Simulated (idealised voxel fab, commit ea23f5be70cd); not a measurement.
This is a process module. Its name is voxel self aligned vias.
Cross-section cut spans 285 nm and uses square cells 5 nm in size.
This document writes a cross-section as a grid whose cells are square, and gives it as bands, listed from the top down; one or more rows of cells form a band. Read a band's entry like this: the first values are the height of its top and the height of its bottom in nm, and what follows is the sequence of materials from left to right, each with its width in nm. Note that "blank" is empty space, and that a single material marked "throughout" reaches across the band from edge to edge. The level at which height equals 0 is the one under which the wafer, as it arrives, is entirely one material. No lower edge exists for the bottom band, which continues downward and is notated as in "from 0 down". It should be noted that a width expressed as "30..40" varies in equal increments from row to row of cells within the band, taking the value of the first number at the top row and that of the second number at the bottom row. A step reported as "nothing different" is a step in which no cell of the cross-section changed. Empty spaces counting at least 8 cells and having no open way to the top are listed in "Voids lacking openings". The notation width x height at distance is used for each, the distance being from the left edge and all three values in nm. Note: text after step settings on the step line = simulator remark on that step. The "overlay nm" setting may appear on a step's line; for a step that uses a mask, it gives how far to the right of its planned position the mask lay, and a negative value indicates the left.

Planned step list for the process
- 1: op RECEIVE | material Si
- 2: op CONFORMAL_DEP | material SiO2 | thk nm 10
- 3: op CONFORMAL_DEP | material SiCN | thk nm 5
- 4: op DIRECTIONAL_DEP | material SiO2 | thk nm 25
- 5: op PATTERN | tone open | mask id LINES | material resist | width nm 20 | pitch nm 55 | thk nm 15 | overlay nm 0
- 6: op DIRECTIONAL_ETCH | etch materials SiO2 | depth nm 25
- 7: op STRIP | etch materials resist
- 8: op CONFORMAL_DEP | material TiN | thk nm 5
- 9: op FILL_DEP | material Ru | thk nm 5
- 10: op CMP | height nm 40
- 11: op SELECTIVE_ETCH | etch materials W Ru TiN | depth nm 10
- 12: op FILL_DEP | material SiN | thk nm 5
- 13: op CMP | height nm 40
- 14: op DIRECTIONAL_DEP | material SiO2 | thk nm 20
- 15: op PATTERN | tone open | mask id VIAS | material resist | width nm 40 | pitch nm 110 | thk nm 20 | overlay nm 0
- 16: op DIRECTIONAL_ETCH | etch materials SiO2 | depth nm 20
- 17: op DIRECTIONAL_ETCH | etch materials SiN | depth nm 10
- 18: op STRIP | etch materials resist
- 19: op CONFORMAL_DEP | material TiN | thk nm 5
- 20: op FILL_DEP | material Ru | thk nm 5
- 21: op CMP | height nm 60
- 22: op CONFORMAL_DEP | material SiCN | thk nm 5

As-received wafer cross-section (after step 1)
  from 0 down = Si throughout
  Voids lacking openings: none

Below is the wafer in cross-section after the module was completed. It began from the starting point shown above and followed the plan shown above, except that one mistake was made while running it
  from 65 to 60 = SiCN throughout
  from 60 to 40 = 65 SiO2 / 5 TiN / 30 Ru / 5 TiN / 70 SiO2 / 5 TiN / 30 Ru / 5 TiN / 70 SiO2
  from 40 to 35 = 65 SiO2 / 5 TiN / 30 Ru / 5 TiN / 25 SiO2 / 20 SiN / 25 SiO2 / 5 TiN / 30 Ru / 5 TiN / 70 SiO2
  from 35 to 30 = 65 SiO2 / 40 TiN / 25 SiO2 / 20 SiN / 25 SiO2 / 40 TiN / 70 SiO2
  from 30 to 20 = 65 SiO2 / 15 TiN / 10 Ru / 15 TiN / 25 SiO2 / 5 TiN / 10 Ru / 5 TiN / 25 SiO2 / 15 TiN / 10 Ru / 15 TiN / 70 SiO2
  from 20 to 15 = 75 SiO2 / 20 TiN / 35 SiO2 / 20 TiN / 35 SiO2 / 20 TiN / 80 SiO2
  from 15 to 10 = SiCN throughout
  from 10 to 0 = SiO2 throughout
  from 0 down = Si throughout
  Voids lacking openings: none
Here's what went sideways: plan step 16 ran twice
